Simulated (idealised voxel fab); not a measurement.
Module name: voxel ribs on slabs (process module)
Pictured: cross-section cut, 270 nm wide, on a grid of 5 nm square cells.
Cross-section = grid of square cells, listed top down in bands; band = one or more rows. Within each band entry, the heights of the top and of the bottom of the band appear first, in that order and in nm; the materials of the band then follow from left to right, each with its corresponding width in nm. The designation "everywhere" on a single material indicates that it fills the band from edge to edge; the designation "air" indicates empty space. Heads up on the height convention: 0 is the point under which the incoming wafer is all one material, and the lowest band has no bottom, it just keeps going down, like "0 nm and below". Width: "30..40" (first number = top row, second number = bottom row, same change from row to row of cells). You'll sometimes find "identical to before" written for a step, and that's the way of saying that nowhere in the cross-section did a cell change during that step. The label "Closed void listing" introduces a list of the empty spaces, 8 cells or larger, that have no open way up to the top; each entry in it reads width x height at distance, where the distance is taken from the left edge and all three are stated in nm. Whatever follows a step's settings on its line is a remark the simulator itself makes about that step. overlay nm: right-of-plan distance of the mask on a masked step; negative values mean left-of-plan.

## Here's what the planned process steps look like
- 1: RECEIVE: material Si
- 2: DIRECTIONAL_DEP: material SiO2, thk nm 30
- 3: DIRECTIONAL_DEP: material polySi, thk nm 25
- 4: MASKED_ETCH: tone cover, mask id RIB, width nm 20, etch materials polySi, depth nm 5, overlay nm 0
- 5: MASKED_ETCH: tone cover, mask id SLAB, width nm 80, etch materials polySi, depth nm 20, overlay nm 0
- 6: FILL_DEP: material SiO2, thk nm 30
- 7: CMP: height nm 75
- 8: DIRECTIONAL_DEP: material W, thk nm 10
- 9: PATTERN: tone cover, mask id HEATER, material resist, width nm 30, thk nm 15, overlay nm 0
- 10: DIRECTIONAL_ETCH: etch materials W, depth nm 10
- 11: STRIP: etch materials resist
- 12: CONFORMAL_DEP: material SiO2, thk nm 10

## On the first of the two wafers: run conducted according to plan

## Wafer as received: cross-section following step 1
	0 nm and below = Si everywhere
	Closed void listing: none

## So this is the wafer cross-section right after step 2
	30 nm to 0 nm = SiO2 everywhere
	Note: structure below 0 unchanged.

## So this is the wafer cross-section right after step 3
	55 nm to 30 nm = polySi everywhere
	Note: structure below 30 unchanged.

## So this is the wafer cross-section right after step 4
	55 nm to 50 nm = 125 air, then 20 polySi, then 125 air
	Note: structure below 50 unchanged.

## So this is the wafer cross-section right after step 5
	55 nm to 50 nm = 125 air, then 20 polySi, then 125 air
	50 nm to 30 nm = 95 air, then 80 polySi, then 95 air
	Note: structure below 30 unchanged.

## So this is the wafer cross-section right after step 6
	85 nm to 55 nm = SiO2 everywhere
	55 nm to 50 nm = 125 SiO2, then 20 polySi, then 125 SiO2
	50 nm to 30 nm = 95 SiO2, then 80 polySi, then 95 SiO2
	Note: structure below 30 unchanged.

## So this is the wafer cross-section right after step 7
	75 nm to 55 nm = SiO2 everywhere
	Note: structure below 55 unchanged.

## So this is the wafer cross-section right after step 8
	85 nm to 75 nm = W everywhere
	Note: structure below 75 unchanged.

## So this is the wafer cross-section right after step 9
	100 nm to 85 nm = 120 air, then 30 resist, then 120 air
	Note: structure below 85 unchanged.

## So this is the wafer cross-section right after step 10
	100 nm to 85 nm = 120 air, then 30 resist, then 120 air
	85 nm to 75 nm = 120 air, then 30 W, then 120 air
	Note: structure below 75 unchanged.

## So this is the wafer cross-section right after step 11
	85 nm to 75 nm = 120 air, then 30 W, then 120 air
	Note: structure below 75 unchanged.

## So this is the wafer cross-section right after step 12
	95 nm to 85 nm = 110 air, then 50 SiO2, then 110 air
	85 nm to 75 nm = 120 SiO2, then 30 W, then 120 SiO2
	Note: structure below 75 unchanged.

## Second wafer - shared start and plan with the first - one error in running - same as the first up to step 8 inclusive

## At the planned end of step 9, the second wafer in cross-section
	100 nm to 85 nm = 120 resist, then 30 air, then 120 resist
	Note: structure below 85 unchanged.

## At the planned end of step 10, the second wafer in cross-section
	100 nm to 85 nm = 120 resist, then 30 air, then 120 resist
	85 nm to 75 nm = 120 W, then 30 air, then 120 W
	Note: structure below 75 unchanged.

## At the planned end of step 11, the second wafer in cross-section
	85 nm to 75 nm = 120 W, then 30 air, then 120 W
	Note: structure below 75 unchanged.

## At the planned end of step 12, the second wafer in cross-section
	95 nm to 85 nm = 130 SiO2, then 10 air, then 130 SiO2
	85 nm to 75 nm = 120 W, then 30 SiO2, then 120 W
	Note: structure below 75 unchanged.
Against the plan, the run slipped here: step 9 ran differently from the plan; actual operation with settings: PATTERN: tone open, mask id HEATER, material resist, width nm 30, thk nm 15, overlay nm 0
Once processing is complete, comparing cell counts shows that the second wafer has more or fewer of certain materials than the first: 84 more of W
